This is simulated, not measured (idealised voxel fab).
The document below concerns the process module designated voxel gate over fins.
The cross-section shown here is cut; it is 260 nm wide and divided into square cells measuring 5 nm on a side.
The cross-sections in this document take the form of a grid made of square cells. They are written out as bands, in order from top to bottom. Each band consists of one or more rows of cells.
In this notation a band is specified by the heights of its top and bottom, in that order and in nm, after which its materials appear from left to right, each paired with its width in nm. The word "full width" attached to a single material means that material fills the band from edge to edge; the word "air" stands for empty space.
Height is counted from the level 0, under which the received wafer is composed throughout of one material. The lowest of the bands is not closed at the bottom but continues downward, in the notation "z 0 and below".
Note: "30->40" means the width goes from the first number (top row of the band) to the second number (bottom row) in equal steps per row of cells.
"nothing different" -> step changed no cross-section cell.
"Closed void roster": sealed empty spaces, 8 cells or more, no open way to top, listed width x height at distance, with distance from the left edge and width, height and distance in nm.
Post-settings text on a step line: simulator's own remark regarding the step.
Each step line may optionally specify "overlay nm", which for a step with a mask gives the rightward distance between the mask's planned place and where it lay, a negative value indicating the leftward direction.
Below is the list of planned process steps
- 1: RECEIVE,material Si
- 2: CONFORMAL_DEP,material SiN,thk nm 10
- 3: MASKED_ETCH,tone cover,mask id FINS,width nm 15,pitch nm 45,etch materials SiN,depth nm 10,overlay nm 0
- 4: MASKED_ETCH,tone cover,mask id FINS,width nm 15,pitch nm 45,etch materials Si,depth nm 35,overlay nm 0
- 5: OXIDIZE,depth nm 5
- 6: FILL_DEP,material SiO2,thk nm 15
- 7: CMP,height nm 10
- 8: SELECTIVE_ETCH,etch materials SiO2,depth nm 20
- 9: STRIP,etch materials SiN
- 10: CONFORMAL_DEP,material HfO2,thk nm 5
- 11: CONFORMAL_DEP,material TiN,thk nm 5
- 12: CONFORMAL_DEP,material TiAl,thk nm 5
- 13: CONFORMAL_DEP,material TiN,thk nm 5
- 14: FILL_DEP,material W,thk nm 15
- 15: CMP,height nm 30
- 16: CONFORMAL_DEP,material SiN,thk nm 10
Received-state cross-section, reflecting completion of step 1
  z 0 and below  Si full width
  Closed void roster: none
Module complete - cross-section of the first of two wafers, run according to plan
  z 40 to 30  SiN full width
  z 30 to 20  W full width
  z 20 to 15  W=60 | TiN=135 | W=65
  z 15 to 10  W=60 | TiN=5 | TiAl=35 | TiN=10 | TiAl=35 | TiN=10 | TiAl=35 | TiN=5 | W=65
  z 10 to 5  TiN=65 | TiAl=5 | TiN=25 | TiAl=5 | TiN=10 | TiAl=5 | TiN=25 | TiAl=5 | TiN=10 | TiAl=5 | TiN=25 | TiAl=5 | TiN=70
  z 5 to 0  TiAl=70 | TiN=5 | HfO2=15 | TiN=5 | TiAl=20 | TiN=5 | HfO2=15 | TiN=5 | TiAl=20 | TiN=5 | HfO2=15 | TiN=5 | TiAl=75
  z 0 to -5  TiN=75 | HfO2=5 | Si=5 | HfO2=5 | TiN=30 | HfO2=5 | Si=5 | HfO2=5 | TiN=30 | HfO2=5 | Si=5 | HfO2=5 | TiN=80
  z -5 to -10  HfO2=80 | Si=5 | HfO2=40 | Si=5 | HfO2=40 | Si=5 | HfO2=85
  z -10 to -40  SiO2=80 | Si=5 | SiO2=40 | Si=5 | SiO2=40 | Si=5 | SiO2=85
  z -40 and below  Si full width
  Closed void roster: none
Cross-section, wafer two of two, end of module: same start and plan as wafer one, one error in execution
  z 40 to 30  SiN full width
  z 30 to 15  W full width
  z 15 to 10  W=65 | TiN=35 | W=10 | TiN=35 | W=10 | TiN=35 | W=70
  z 10 to 5  W=65 | TiN=5 | TiAl=25 | TiN=5 | W=10 | TiN=5 | TiAl=25 | TiN=5 | W=10 | TiN=5 | TiAl=25 | TiN=5 | W=70
  z 5 to 0  TiN=70 | TiAl=5 | HfO2=15 | TiAl=5 | TiN=20 | TiAl=5 | HfO2=15 | TiAl=5 | TiN=20 | TiAl=5 | HfO2=15 | TiAl=5 | TiN=75
  z 0 to -5  TiAl=75 | HfO2=5 | Si=5 | HfO2=5 | TiAl=30 | HfO2=5 | Si=5 | HfO2=5 | TiAl=30 | HfO2=5 | Si=5 | HfO2=5 | TiAl=80
  z -5 to -10  HfO2=80 | Si=5 | HfO2=40 | Si=5 | HfO2=40 | Si=5 | HfO2=85
  z -10 to -40  SiO2=80 | Si=5 | SiO2=40 | Si=5 | SiO2=40 | Si=5 | SiO2=85
  z -40 and below  Si full width
  Closed void roster: none
In executing the process, a mistake was made relative to the plan: plan step 11: skipped, not run
Per the end-of-run cell counts, the second wafer holds more or fewer of some materials than the first: TiN -64 | W +64
